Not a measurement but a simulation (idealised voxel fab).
process module | voxel ribs on slabs
cross-section cut | 235 nm wide | cells 5 nm
A cross-section is a grid of square cells, given in bands from the top down. A band is one or more rows of cells.
Each band's line starts with the height of the band's top and of its bottom, in nm. Then come its materials from left to right, each with its width in nm. One material with "throughout" fills the band from edge to edge. "air" is empty space.
Height 0 is the level under which the wafer as received is all one material. The lowest band goes on downwards, as in "0 down".
A width such as "30 to 40" changes by the same amount from each row of cells to the next, from the band's top row to its bottom row.
"no change" after a step means that no cell of the cross-section changed.
closed voids: empty space of 8 cells or more with no open way to the top, each as width x height at its distance from the left edge, in nm
after a step's settings: what the simulator itself notes on the step
overlay nm, on a step with a mask: how far to the right of its planned place the mask lay; to the left if negative
plan
1 op RECEIVE | material Si
2 op DIRECTIONAL_DEP | material SiO2 | thk nm 25
3 op DIRECTIONAL_DEP | material polySi | thk nm 20
4 op MASKED_ETCH | tone cover | mask id RIB | width nm 20 | etch materials polySi | depth nm 5 | overlay nm 0
5 op MASKED_ETCH | tone cover | mask id SLAB | width nm 70 | etch materials polySi | depth nm 15 | overlay nm 0
6 op FILL_DEP | material SiO2 | thk nm 25
7 op CMP | height nm 65
8 op DIRECTIONAL_DEP | material TiN | thk nm 5
9 op PATTERN | tone cover | mask id HEATER | material resist | width nm 30 | thk nm 20 | overlay nm 0
10 op DIRECTIONAL_ETCH | etch materials TiN | depth nm 5
11 op STRIP | etch materials resist
12 op CONFORMAL_DEP | material SiO2 | thk nm 5
as received, after step 1
  0 down: Si throughout
  closed voids: none
first wafer at the end, as planned
  75 to 70: air 95 | SiO2 40 | air 100
  70 to 65: SiO2 100 | TiN 30 | SiO2 105
  65 to 45: SiO2 throughout
  45 to 40: SiO2 105 | polySi 20 | SiO2 110
  40 to 25: SiO2 80 | polySi 70 | SiO2 85
  25 to 0: SiO2 throughout
  0 down: Si throughout
  closed voids: none
second wafer at the end: like start, like plan, one mistake
  5 to 0: SiO2 throughout
  0 down: Si throughout
  closed voids: none
what went wrong: step 11 ran as: op STRIP | etch materials SiO2
at the end the second wafer has, in cells: 567 fewer of SiO2 | 6 fewer of TiN | 46 fewer of polySi
